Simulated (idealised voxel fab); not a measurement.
You're looking at the process module voxel self aligned vias.
For reference, the cross-section in this document is cut, with width 275 nm and square cells of 5 nm.
Throughout this document, each cross-section is represented as a grid of square cells and is presented as a sequence of bands enumerated from the top downward, where a band comprises one or more rows of cells. Top height, bottom height, nm. Materials left to right, width each, nm. Single material + "everywhere" = fills band edge to edge. "air" = empty. Height 0 is the level under which the wafer as received is all one material. The lowest band goes on downwards, as in "z 0 and below". So if you see something like "30->40" for the width, read it as the top row of the band sitting at the first number and the bottom row at the second, with every row in between moving by the same amount as the last. When a step is marked "no modification", none of the cells in the cross-section changed during that step. Under "Sealed cavities" you'll find the enclosed gaps, the ones with no way out to the top, that are 8 cells or bigger; each reads width x height at distance, with distance counted from the left edge, everything in nm. Note: text after step settings on the step line = simulator remark on that step. A step's line can hold "overlay nm"; with a mask on that step, the setting says how far right of the planned place the mask lay, while a negative setting says it lay to the left.

[Intended process steps]
1: RECEIVE: material Si
2: CONFORMAL_DEP: material SiO2, thk nm 15
3: CONFORMAL_DEP: material SiCN, thk nm 5
4: DIRECTIONAL_DEP: material lowk, thk nm 30
5: DIRECTIONAL_DEP: material aC, thk nm 10
6: PATTERN: tone open, mask id LINES, material resist, width nm 25, pitch nm 75, thk nm 30, overlay nm 0
7: DIRECTIONAL_ETCH: etch materials aC, depth nm 10
8: STRIP: etch materials resist
9: DIRECTIONAL_ETCH: etch materials lowk, depth nm 30
10: STRIP: etch materials aC
11: CONFORMAL_DEP: material TiN, thk nm 5
12: FILL_DEP: material Ru, thk nm 10
13: CMP: height nm 50
14: SELECTIVE_ETCH: etch materials W Ru TiN, depth nm 10
15: FILL_DEP: material SiN, thk nm 5
16: CMP: height nm 50
17: DIRECTIONAL_DEP: material lowk, thk nm 20
18: MASKED_ETCH: tone open, mask id VIAS, width nm 45, pitch nm 75, etch materials lowk, depth nm 20, overlay nm 0
19: MASKED_ETCH: tone open, mask id VIAS, width nm 45, pitch nm 75, etch materials SiN, depth nm 10, overlay nm 0
20: CONFORMAL_DEP: material TiN, thk nm 5
21: FILL_DEP: material W, thk nm 5
22: CMP: height nm 70
23: CONFORMAL_DEP: material SiCN, thk nm 5

[Cross-section of the incoming wafer, state after step 1]
* z 0 and below  Si everywhere
* Sealed cavities: none

[Post-module cross-section of the first of two wafers (run per plan)]
* z 75 to 70  SiCN everywhere
* z 70 to 55  lowk 40; TiN 5; W 35; TiN 5; lowk 30; TiN 5; W 35; TiN 5; lowk 30; TiN 5; W 35; TiN 5; lowk 40
* z 55 to 45  lowk 40->50; TiN 15->5; W 15; TiN 15->5; lowk 30->50; TiN 15->5; W 15; TiN 15->5; lowk 30->50; TiN 15->5; W 15; TiN 15->5; lowk 40->50
* z 45 to 40  lowk 50; TiN 25; lowk 50; TiN 25; lowk 50; TiN 25; lowk 50
* z 40 to 25  lowk 50; TiN 5; Ru 15; TiN 5; lowk 50; TiN 5; Ru 15; TiN 5; lowk 50; TiN 5; Ru 15; TiN 5; lowk 50
* z 25 to 20  lowk 50; TiN 25; lowk 50; TiN 25; lowk 50; TiN 25; lowk 50
* z 20 to 15  SiCN everywhere
* z 15 to 0  SiO2 everywhere
* z 0 and below  Si everywhere
* Sealed cavities: none

[So this is wafer number two of the two, cut at the end of the module - it started where the first did and had the same plan, we just got one thing wrong running it]
* z 65 to 60  SiCN everywhere
* z 60 to 50  lowk 40; TiN 5->15; W 35->15; TiN 5->15; lowk 30; TiN 5->15; W 35->15; TiN 5->15; lowk 30; TiN 5->15; W 35->15; TiN 5->15; lowk 40
* z 50 to 45  lowk 50; TiN 5; W 15; TiN 5; lowk 50; TiN 5; W 15; TiN 5; lowk 50; TiN 5; W 15; TiN 5; lowk 50
* z 45 to 40  lowk 50; TiN 25; lowk 50; TiN 25; lowk 50; TiN 25; lowk 50
* z 40 to 25  lowk 50; TiN 5; Ru 15; TiN 5; lowk 50; TiN 5; Ru 15; TiN 5; lowk 50; TiN 5; Ru 15; TiN 5; lowk 50
* z 25 to 20  lowk 50; TiN 25; lowk 50; TiN 25; lowk 50; TiN 25; lowk 50
* z 20 to 15  SiCN everywhere
* z 15 to 0  SiO2 everywhere
* z 0 and below  Si everywhere
* Sealed cavities: none
What was done differently from what was planned? off-plan run, step 22, actual operation and settings CMP: height nm 60
Final cells, second wafer relative to first, materials higher or lower: 12 fewer of TiN; 42 fewer of W; 56 fewer of lowk
